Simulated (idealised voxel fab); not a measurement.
Process module heading - voxel wiring stack
Cross-section cut: width 160 nm, square cells of 5 nm.
Heads up, the way a cross-section reads in here is a grid of square cells, handed over as bands from the top down, with every band being one or more rows of cells.
Each band's line starts with the height of the band's top and of its bottom, in nm. Then come its materials from left to right, each with its width in nm. One material with "throughout" fills the band from edge to edge. "blank" is empty space.
A quick word on heights: they are counted from 0, and under that level the wafer as it came to us is one material throughout. The lowest band is different from the rest in having no bottom; it simply continues downward, written as in "0 and below".
A width such as "30..40" changes by the same amount from each row of cells to the next, from the band's top row to its bottom row.
"no alteration" -> step changed no cross-section cell.
Each empty space that has no open way to the top and spans at least 8 cells appears under "Closed void list" as width x height at distance, the distance counted from the left edge, all in nm.
Anything after a step's settings on that line? It's the simulator's own note about the step.
Steps that use a mask can have "overlay nm" on their line. It says how far the mask sat to the right of where it was meant to be. Negative means to the left.

## The following list gives the planned process steps
1) RECEIVE | material Si
2) CONFORMAL_DEP | material SiO2 | thk nm 15
3) CONFORMAL_DEP | material SiCN | thk nm 5
4) DIRECTIONAL_DEP | material lowk | thk nm 20
5) DIRECTIONAL_DEP | material aC | thk nm 15
6) PATTERN | tone open | mask id METAL_1 | material resist | width nm 25 | pitch nm 45 | thk nm 30 | overlay nm 0
7) DIRECTIONAL_ETCH | etch materials aC | depth nm 15
8) STRIP | etch materials resist
9) DIRECTIONAL_ETCH | etch materials lowk | depth nm 20
10) DIRECTIONAL_ETCH | etch materials SiCN | depth nm 5
11) STRIP | etch materials aC
12) CONFORMAL_DEP | material TiN | thk nm 5
13) FILL_DEP | material Cu | thk nm 5
14) CMP | height nm 40
15) CONFORMAL_DEP | material SiCN | thk nm 5
16) DIRECTIONAL_DEP | material lowk | thk nm 15
17) MASKED_ETCH | tone open | mask id PLUG_1 | width nm 15 | pitch nm 45 | etch materials lowk | depth nm 15 | overlay nm 0
18) MASKED_ETCH | tone open | mask id PLUG_1 | width nm 15 | pitch nm 45 | etch materials SiCN | depth nm 5 | overlay nm -15
19) EPI | material Ru | thk nm 10
20) EPI | material Ru | thk nm 10
21) CONFORMAL_DEP | material SiCN | thk nm 5
22) DIRECTIONAL_DEP | material SiO2 | thk nm 20
23) PATTERN | tone open | mask id METAL_2 | material resist | width nm 25 | pitch nm 45 | thk nm 15 | overlay nm 0
24) DIRECTIONAL_ETCH | etch materials SiO2 | depth nm 20
25) DIRECTIONAL_ETCH | etch materials SiCN | depth nm 5
26) STRIP | etch materials resist
27) CONFORMAL_DEP | material TiN | thk nm 5
28) FILL_DEP | material W | thk nm 10
29) CMP | height nm 85
30) CONFORMAL_DEP | material SiCN | thk nm 5
31) DIRECTIONAL_DEP | material SiO2 | thk nm 35
32) PATTERN | tone open | mask id METAL_3_HOLES | material resist | width nm 15 | pitch nm 45 | thk nm 20 | overlay nm 0
33) DIRECTIONAL_ETCH | etch materials SiO2 | depth nm 35
34) STRIP | etch materials resist
35) DIRECTIONAL_DEP | material aC | thk nm 10
36) PATTERN | tone open | mask id METAL_3 | material resist | width nm 25 | pitch nm 45 | thk nm 30 | overlay nm 0
37) DIRECTIONAL_ETCH | etch materials aC | depth nm 10
38) STRIP | etch materials resist
39) DIRECTIONAL_ETCH | etch materials SiO2 | depth nm 20
40) DIRECTIONAL_ETCH | etch materials SiCN | depth nm 5
41) STRIP | etch materials aC
42) CONFORMAL_DEP | material TiN | thk nm 5
43) FILL_DEP | material Cu | thk nm 10
44) CMP | height nm 125
45) CONFORMAL_DEP | material SiCN | thk nm 5
46) DIRECTIONAL_DEP | material SiO2 | thk nm 10
47) PATTERN | tone open | mask id PLUG_3 | material resist | width nm 15 | pitch nm 45 | thk nm 15 | overlay nm 0
48) DIRECTIONAL_ETCH | etch materials SiO2 | depth nm 10
49) DIRECTIONAL_ETCH | etch materials SiCN | depth nm 5
50) STRIP | etch materials resist
51) EPI | material Ru | thk nm 10
52) EPI | material Ru | thk nm 5
53) DIRECTIONAL_DEP | material TiN | thk nm 5
54) DIRECTIONAL_DEP | material Ru | thk nm 20
55) PATTERN | tone cover | mask id METAL_4 | material resist | width nm 25 | pitch nm 45 | thk nm 15 | overlay nm 0
56) DIRECTIONAL_ETCH | etch materials Ru | depth nm 20
57) DIRECTIONAL_ETCH | etch materials TiN | depth nm 5
58) STRIP | etch materials resist
59) CONFORMAL_DEP | material SiN | thk nm 5
60) FILL_DEP | material lowk | thk nm 10
61) CMP | height nm 165
62) CONFORMAL_DEP | material SiCN | thk nm 5
It is noted that the wafers described herein are identical at the outset and are distinguished by the overlay nm of step 18; the value stated in the plan corresponds to the first wafer.

## first wafer as received, after step 1
    0 and below | Si throughout
    Closed void list: none

## At the end of the module, after its last step, step 62, the first of several wafers appears in cross-section as follows
    170 down to 165 | SiCN throughout
    165 down to 145 | 40 nm lowk  5 nm SiN  25 nm Ru  5 nm SiN  10 nm lowk  5 nm SiN  25 nm Ru  5 nm SiN  40 nm lowk
    145 down to 140 | 45 nm SiN  25 nm TiN  20 nm SiN  25 nm TiN  45 nm SiN
    140 down to 130 | 45 nm SiO2  15 nm Ru  30 nm SiO2  15 nm Ru  55 nm SiO2
    130 down to 125 | 45 nm SiCN  15 nm Ru  30 nm SiCN  15 nm Ru  55 nm SiCN
    125 down to 110 | 45 nm SiO2  5 nm TiN  15 nm Cu  5 nm TiN  20 nm SiO2  5 nm TiN  15 nm Cu  5 nm TiN  45 nm SiO2
    110 down to 105 | 45 nm SiO2  5 nm TiN  5 nm Cu  15 nm TiN  20 nm SiO2  5 nm TiN  5 nm Cu  15 nm TiN  45 nm SiO2
    105 down to 90 | 45 nm SiO2  5 nm TiN  5 nm Cu  5 nm TiN  30 nm SiO2  5 nm TiN  5 nm Cu  5 nm TiN  55 nm SiO2
    90 down to 85 | 45 nm SiCN  15 nm TiN  30 nm SiCN  15 nm TiN  55 nm SiCN
    85 down to 65 | 45 nm SiO2  5 nm TiN  15 nm W  5 nm TiN  20 nm SiO2  5 nm TiN  15 nm W  5 nm TiN  45 nm SiO2
    65 down to 60 | 45 nm SiCN  25 nm TiN  20 nm SiCN  25 nm TiN  45 nm SiCN
    60 down to 45 | 45 nm lowk  5 nm SiCN  5 nm TiN  5 nm SiCN  30 nm lowk  5 nm SiCN  5 nm TiN  5 nm SiCN  55 nm lowk
    45 down to 40 | SiCN throughout
    40 down to 20 | 45 nm lowk  5 nm TiN  15 nm Cu  5 nm TiN  20 nm lowk  5 nm TiN  15 nm Cu  5 nm TiN  45 nm lowk
    20 down to 15 | 45 nm SiCN  25 nm TiN  20 nm SiCN  25 nm TiN  45 nm SiCN
    15 down to 0 | SiO2 throughout
    0 and below | Si throughout
    Closed void list: none

## Last-wafer cross-section at the end of the module
    170 down to 165 | SiCN throughout
    165 down to 145 | 40 nm lowk  5 nm SiN  25 nm Ru  5 nm SiN  10 nm lowk  5 nm SiN  25 nm Ru  5 nm SiN  40 nm lowk
    145 down to 140 | 45 nm SiN  25 nm TiN  20 nm SiN  25 nm TiN  45 nm SiN
    140 down to 130 | 45 nm SiO2  15 nm Ru  30 nm SiO2  15 nm Ru  55 nm SiO2
    130 down to 125 | 45 nm SiCN  15 nm Ru  30 nm SiCN  15 nm Ru  55 nm SiCN
    125 down to 110 | 45 nm SiO2  5 nm TiN  15 nm Cu  5 nm TiN  20 nm SiO2  5 nm TiN  15 nm Cu  5 nm TiN  45 nm SiO2
    110 down to 105 | 45 nm SiO2  5 nm TiN  5 nm Cu  15 nm TiN  20 nm SiO2  5 nm TiN  5 nm Cu  15 nm TiN  45 nm SiO2
    105 down to 90 | 45 nm SiO2  5 nm TiN  5 nm Cu  5 nm TiN  30 nm SiO2  5 nm TiN  5 nm Cu  5 nm TiN  55 nm SiO2
    90 down to 85 | 45 nm SiCN  15 nm TiN  30 nm SiCN  15 nm TiN  55 nm SiCN
    85 down to 65 | 45 nm SiO2  5 nm TiN  15 nm W  5 nm TiN  20 nm SiO2  5 nm TiN  15 nm W  5 nm TiN  45 nm SiO2
    65 down to 60 | 45 nm SiCN  25 nm TiN  20 nm SiCN  25 nm TiN  45 nm SiCN
    60 down to 45 | 45 nm lowk  5 nm SiCN  5 nm TiN  5 nm SiCN  30 nm lowk  5 nm SiCN  5 nm TiN  5 nm SiCN  55 nm lowk
    45 down to 40 | SiCN throughout
    40 down to 20 | 45 nm lowk  5 nm TiN  15 nm Cu  5 nm TiN  20 nm lowk  5 nm TiN  15 nm Cu  5 nm TiN  45 nm lowk
    20 down to 15 | 45 nm SiCN  25 nm TiN  20 nm SiCN  25 nm TiN  45 nm SiCN
    15 down to 0 | SiO2 throughout
    0 and below | Si throughout
    Closed void list: none

## Below, a row for every wafer. Read it as the end-of-module picture: for each material the wafer shows its cells gained (+) or lost (-) since it was received, and then its closed voids
overlay nm -15; +50 Cu; +58 Ru; +172 SiCN; +38 SiN; +402 SiO2; +106 TiN; +24 W; +238 lowk; Closed void list: none
overlay nm -10; +50 Cu; +78 Ru; +158 SiCN; +38 SiN; +402 SiO2; +100 TiN; +24 W; +238 lowk; Closed void list: none
overlay nm -5; +50 Cu; +80 Ru; +156 SiCN; +38 SiN; +402 SiO2; +100 TiN; +24 W; +238 lowk; Closed void list: none
overlay nm 0; +50 Cu; +82 Ru; +154 SiCN; +38 SiN; +402 SiO2; +100 TiN; +24 W; +238 lowk; Closed void list: none
overlay nm 5; +50 Cu; +80 Ru; +156 SiCN; +38 SiN; +402 SiO2; +100 TiN; +24 W; +238 lowk; Closed void list: none
overlay nm 10; +50 Cu; +78 Ru; +158 SiCN; +38 SiN; +402 SiO2; +100 TiN; +24 W; +238 lowk; Closed void list: none
overlay nm 15; +50 Cu; +58 Ru; +172 SiCN; +38 SiN; +402 SiO2; +106 TiN; +24 W; +238 lowk; Closed void list: none
